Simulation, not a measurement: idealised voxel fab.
process module | voxel transistor to metal
cross-section cut | 265 nm wide | cells 5 nm
A cross-section is a grid of square cells, given in bands from the top down. A band is one or more rows of cells.
Each band's line starts with the height of the band's top and of its bottom, in nm. Then come its materials from left to right, each with its width in nm. One material with "throughout" fills the band from edge to edge. "air" is empty space.
Height 0 is the level under which the wafer as received is all one material. The lowest band goes on downwards, as in "0 down".
A width such as "30 to 40" changes by the same amount from each row of cells to the next, from the band's top row to its bottom row.
"no change" after a step means that no cell of the cross-section changed.
closed voids: empty space of 8 cells or more with no open way to the top, each as width x height at its distance from the left edge, in nm
after a step's settings: what the simulator itself notes on the step
overlay nm, on a step with a mask: how far to the right of its planned place the mask lay; to the left if negative
plan
1 op RECEIVE | material Si
2 op CONFORMAL_DEP | material SiO2 | thk nm 5
3 op CONFORMAL_DEP | material SiN | thk nm 15
4 op PATTERN | tone cover | mask id ACTIVE | material resist | width nm 100 | pitch nm 125 | thk nm 15 | overlay nm 0
5 op DIRECTIONAL_ETCH | etch materials SiN | depth nm 15
6 op DIRECTIONAL_ETCH | etch materials SiO2 | depth nm 5
7 op DIRECTIONAL_ETCH | etch materials Si | depth nm 30
8 op STRIP | etch materials resist
9 op OXIDIZE | depth nm 5
10 op FILL_DEP | material SiO2 | thk nm 15
11 op CMP | height nm 20
12 op SELECTIVE_ETCH | etch materials SiO2 | depth nm 5
13 op STRIP | etch materials SiN
14 op SELECTIVE_ETCH | etch materials SiO2 | depth nm 5
15 op OXIDIZE | depth nm 5
16 op DIRECTIONAL_DEP | material polySi | thk nm 20
17 op DIRECTIONAL_DEP | material SiCN | thk nm 10
18 op DIRECTIONAL_DEP | material aC | thk nm 10
19 op PATTERN | tone cover | mask id GATE | material resist | width nm 20 | pitch nm 125 | thk nm 30 | overlay nm 0
20 op DIRECTIONAL_ETCH | etch materials aC | depth nm 10
21 op STRIP | etch materials resist
22 op DIRECTIONAL_ETCH | etch materials SiCN | depth nm 20
23 op DIRECTIONAL_ETCH | etch materials polySi | depth nm 30
24 op STRIP | etch materials aC
25 op CONFORMAL_DEP | material SiO2 | thk nm 5
26 op DIRECTIONAL_ETCH | etch materials SiO2 | depth nm 5
27 op CONFORMAL_DEP | material SiN | thk nm 10
28 op DIRECTIONAL_ETCH | etch materials SiN | depth nm 10
29 op DIRECTIONAL_ETCH | etch materials SiO2 | depth nm 5
30 op DIRECTIONAL_ETCH | etch materials Si | depth nm 5
31 op EPI | material pSi | thk nm 10
32 op FILL_DEP | material SiO2 | thk nm 10
33 op CMP | height nm 30
34 op DIRECTIONAL_DEP | material SiO2 | thk nm 10
35 op PATTERN | tone open | mask id CONTACT | material resist | width nm 30 | thk nm 20 | overlay nm 0
36 op DIRECTIONAL_ETCH | etch materials SiO2 | depth nm 35
37 op STRIP | etch materials resist
38 op CONFORMAL_DEP | material TiN | thk nm 5
39 op FILL_DEP | material W | thk nm 5
40 op CMP | height nm 40
41 op DIRECTIONAL_DEP | material TiN | thk nm 5
42 op DIRECTIONAL_DEP | material W | thk nm 15
43 op MASKED_ETCH | tone cover | mask id METAL_1 | width nm 15 | etch materials W | depth nm 15 | overlay nm 0
44 op MASKED_ETCH | tone cover | mask id METAL_1 | width nm 15 | etch materials TiN | depth nm 5 | overlay nm 0
45 op CONFORMAL_DEP | material SiCN | thk nm 5
46 op FILL_DEP | material SiO2 | thk nm 10
47 op CMP | height nm 60
48 op CONFORMAL_DEP | material SiCN | thk nm 5
49 op DIRECTIONAL_DEP | material SiO2 | thk nm 35
50 op MASKED_ETCH | tone open | mask id METAL_2 | width nm 15 | pitch nm 125 | etch materials SiO2 | depth nm 20 | overlay nm 0
51 op PATTERN | tone open | mask id METAL_2_HOLES | material resist | width nm 15 | pitch nm 125 | thk nm 20 | overlay nm 0
52 op DIRECTIONAL_ETCH | etch materials SiO2 | depth nm 15
53 op DIRECTIONAL_ETCH | etch materials SiCN | depth nm 5
54 op STRIP | etch materials resist
55 op CONFORMAL_DEP | material TiN | thk nm 5
56 op FILL_DEP | material Cu | thk nm 5
57 op CMP | height nm 100
58 op CONFORMAL_DEP | material SiN | thk nm 5
varied across the wafers: width nm of step 44. The plan shows the first wafer's value. All wafers start alike
first wafer as received, after step 1
  0 down: Si throughout
  closed voids: none
first wafer at the end, after step 58
  105 to 100: SiN throughout
  100 to 65: SiO2 25 | TiN 5 | Cu 5 | TiN 5 | SiO2 110 | TiN 5 | Cu 5 | TiN 5 | SiO2 100
  65 to 60: SiCN 25 | TiN 15 | SiCN 110 | TiN 15 | SiCN 100
  60 to 45: SiO2 20 | SiCN 5 | W 15 | SiCN 5 | SiO2 50 | SiCN 5 | W 15 | SiCN 5 | SiO2 25 | SiCN 5 | W 15 | SiCN 5 | SiO2 50 | SiCN 5 | W 15 | SiCN 5 | SiO2 20
  45 to 40: SiCN 25 | TiN 15 | SiCN 60 | TiN 15 | SiCN 35 | TiN 15 | SiCN 60 | TiN 15 | SiCN 25
  40 to 30: SiO2 25 | TiN 5 | W 20 to 10 | TiN 5 to 15 | SiO2 30 | TiN 5 to 15 | W 20 to 10 | TiN 5 | SiO2 35 | TiN 5 | W 20 to 10 | TiN 5 to 15 | SiO2 30 | TiN 5 to 15 | W 20 to 10 | TiN 5 | SiO2 25
  30 to 20: SiO2 25 | TiN 5 | W 10 | TiN 5 | SiN 10 | SiO2 5 | SiCN 20 | SiO2 5 | SiN 10 | TiN 5 | W 10 | TiN 5 | SiO2 35 | TiN 5 | W 10 | TiN 5 | SiN 10 | SiO2 5 | SiCN 20 | SiO2 5 | SiN 10 | TiN 5 | W 10 | TiN 5 | SiO2 25
  20 to 10: SiO2 25 | TiN 5 to 10 | W 10 to 5 | TiN 5 | SiN 10 | SiO2 5 | polySi 20 | SiO2 5 | SiN 10 | TiN 5 | W 10 to 5 | TiN 5 to 10 | SiO2 35 | TiN 5 to 10 | W 10 to 5 | TiN 5 | SiN 10 | SiO2 5 | polySi 20 | SiO2 5 | SiN 10 | TiN 5 | W 10 to 5 | TiN 5 to 10 | SiO2 25
  10 to 5: SiO2 20 | SiN 10 | TiN 15 | SiN 10 | SiO2 5 | polySi 20 | SiO2 5 | SiN 10 | TiN 15 | SiN 10 | SiO2 25 | SiN 10 | TiN 15 | SiN 10 | SiO2 5 | polySi 20 | SiO2 5 | SiN 10 | TiN 15 | SiN 10 | SiO2 20
  5 to 0: SiO2 20 | SiN 10 | pSi 15 | SiN 10 | SiO2 5 | polySi 20 | SiO2 5 | SiN 10 | pSi 15 | SiN 10 | SiO2 25 | SiN 10 | pSi 15 | SiN 10 | SiO2 5 | polySi 20 | SiO2 5 | SiN 10 | pSi 15 | SiN 10 | SiO2 20
  0 to -5: SiO2 30 | pSi 15 | SiO2 50 | pSi 15 | SiO2 45 | pSi 15 | SiO2 50 | pSi 15 | SiO2 30
  -5 to -10: SiO2 25 | Si 5 | pSi 15 | Si 50 | pSi 15 | Si 5 | SiO2 35 | Si 5 | pSi 15 | Si 50 | pSi 15 | Si 5 | SiO2 25
  -10 to -35: SiO2 25 | Si 90 | SiO2 35 | Si 90 | SiO2 25
  -35 down: Si throughout
  closed voids: none
last wafer at the end
  105 to 100: SiN throughout
  100 to 65: SiO2 25 | TiN 5 | Cu 5 | TiN 5 | SiO2 110 | TiN 5 | Cu 5 | TiN 5 | SiO2 100
  65 to 60: SiCN 25 | TiN 15 | SiCN 110 | TiN 15 | SiCN 100
  60 to 50: SiO2 20 | SiCN 5 | W 15 | SiCN 5 | SiO2 50 | SiCN 5 | W 15 | SiCN 5 | SiO2 25 | SiCN 5 | W 15 | SiCN 5 | SiO2 50 | SiCN 5 | W 15 | SiCN 5 | SiO2 20
  50 to 45: SiO2 15 | SiCN 10 | W 15 | SiCN 15 | SiO2 35 | SiCN 10 | W 15 | SiCN 15 | SiO2 10 | SiCN 10 | W 15 | SiCN 15 | SiO2 35 | SiCN 10 | W 15 | SiCN 15 | SiO2 10
  45 to 40: SiCN 20 | TiN 30 | SiCN 45 | TiN 30 | SiCN 20 | TiN 30 | SiCN 45 | TiN 30 | SiCN 15
  40 to 30: SiO2 25 | TiN 5 | W 20 to 10 | TiN 5 to 15 | SiO2 30 | TiN 5 to 15 | W 20 to 10 | TiN 5 | SiO2 35 | TiN 5 | W 20 to 10 | TiN 5 to 15 | SiO2 30 | TiN 5 to 15 | W 20 to 10 | TiN 5 | SiO2 25
  30 to 20: SiO2 25 | TiN 5 | W 10 | TiN 5 | SiN 10 | SiO2 5 | SiCN 20 | SiO2 5 | SiN 10 | TiN 5 | W 10 | TiN 5 | SiO2 35 | TiN 5 | W 10 | TiN 5 | SiN 10 | SiO2 5 | SiCN 20 | SiO2 5 | SiN 10 | TiN 5 | W 10 | TiN 5 | SiO2 25
  20 to 10: SiO2 25 | TiN 5 to 10 | W 10 to 5 | TiN 5 | SiN 10 | SiO2 5 | polySi 20 | SiO2 5 | SiN 10 | TiN 5 | W 10 to 5 | TiN 5 to 10 | SiO2 35 | TiN 5 to 10 | W 10 to 5 | TiN 5 | SiN 10 | SiO2 5 | polySi 20 | SiO2 5 | SiN 10 | TiN 5 | W 10 to 5 | TiN 5 to 10 | SiO2 25
  10 to 5: SiO2 20 | SiN 10 | TiN 15 | SiN 10 | SiO2 5 | polySi 20 | SiO2 5 | SiN 10 | TiN 15 | SiN 10 | SiO2 25 | SiN 10 | TiN 15 | SiN 10 | SiO2 5 | polySi 20 | SiO2 5 | SiN 10 | TiN 15 | SiN 10 | SiO2 20
  5 to 0: SiO2 20 | SiN 10 | pSi 15 | SiN 10 | SiO2 5 | polySi 20 | SiO2 5 | SiN 10 | pSi 15 | SiN 10 | SiO2 25 | SiN 10 | pSi 15 | SiN 10 | SiO2 5 | polySi 20 | SiO2 5 | SiN 10 | pSi 15 | SiN 10 | SiO2 20
  0 to -5: SiO2 30 | pSi 15 | SiO2 50 | pSi 15 | SiO2 45 | pSi 15 | SiO2 50 | pSi 15 | SiO2 30
  -5 to -10: SiO2 25 | Si 5 | pSi 15 | Si 50 | pSi 15 | Si 5 | SiO2 35 | Si 5 | pSi 15 | Si 50 | pSi 15 | Si 5 | SiO2 25
  -10 to -35: SiO2 25 | Si 90 | SiO2 35 | Si 90 | SiO2 25
  -35 down: Si throughout
  closed voids: none
each wafer at the end: cells of each material gained (+) or lost (-) since it was received, then its closed voids
width nm 15 | +14 Cu | -167 Si | +128 SiCN | +117 SiN | +747 SiO2 | +118 TiN | +88 W | +36 pSi | +32 polySi | closed voids: none
width nm 20 | +14 Cu | -167 Si | +128 SiCN | +117 SiN | +743 SiO2 | +122 TiN | +88 W | +36 pSi | +32 polySi | closed voids: none
width nm 25 | +14 Cu | -167 Si | +128 SiCN | +117 SiN | +739 SiO2 | +126 TiN | +88 W | +36 pSi | +32 polySi | closed voids: none
width nm 30 | +14 Cu | -167 Si | +128 SiCN | +117 SiN | +735 SiO2 | +130 TiN | +88 W | +36 pSi | +32 polySi | closed voids: none
